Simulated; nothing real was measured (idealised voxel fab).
Process module, titled voxel local oxidation
The width of the displayed cross-section, cut, is 140 nm; its cells are square, with a size of 5 nm.
Throughout this document, each cross-section is represented as a grid of square cells and is presented as a sequence of bands enumerated from the top downward, where a band comprises one or more rows of cells.
In this notation a band is specified by the heights of its top and bottom, in that order and in nm, after which its materials appear from left to right, each paired with its width in nm. The word "edge to edge" attached to a single material means that material fills the band from edge to edge; the word "blank" stands for empty space.
A quick word on heights: they are counted from 0, and under that level the wafer as it came to us is one material throughout. The lowest band is different from the rest in having no bottom; it simply continues downward, written as in "0..down".
Width: "30..40" (first number = top row, second number = bottom row, same change from row to row of cells).
"no alteration" -> step changed no cross-section cell.
In the "Sealed voids" entry, you get each enclosed empty space of 8 cells or more, one with no open way to the top, written width x height at distance, distance from the left edge, in nm.
Step line, after settings: the simulator's comment on this step.
You can add "overlay nm" to a step's line. For a step with a mask, it describes how far the mask lay to the right of its planned position, and a negative number describes a lay to the left.
### Steps planned for the process
1,RECEIVE [material Si]
2,OXIDIZE [depth nm 5]
3,CONFORMAL_DEP [material SiN] [thk nm 10]
4,PATTERN [tone cover] [mask id ACTIVE] [material resist] [width nm 95] [thk nm 15] [overlay nm 0]
5,DIRECTIONAL_ETCH [etch materials SiN] [depth nm 10]
6,STRIP [etch materials resist]
7,SELECTIVE_ETCH [etch materials SiO2] [depth nm 5]
8,OXIDIZE [depth nm 10]
9,STRIP [etch materials SiN]
### Shown in cross-section is the wafer as received, that is, as it stands after step 1
* 0..down: Si edge to edge
* Sealed voids: none
### The cross-section shown corresponds to the wafer at the conclusion of the module. The initial structure and the process plan are those presented above; however, one mistake occurred in executing the plan
* -5..-15: blank (35); Si (65); blank (40)
* -15..down: Si edge to edge
* Sealed voids: none
What was done differently from what was planned? note that step 9 departed from the planned setting and was carried out as STRIP [etch materials SiO2]
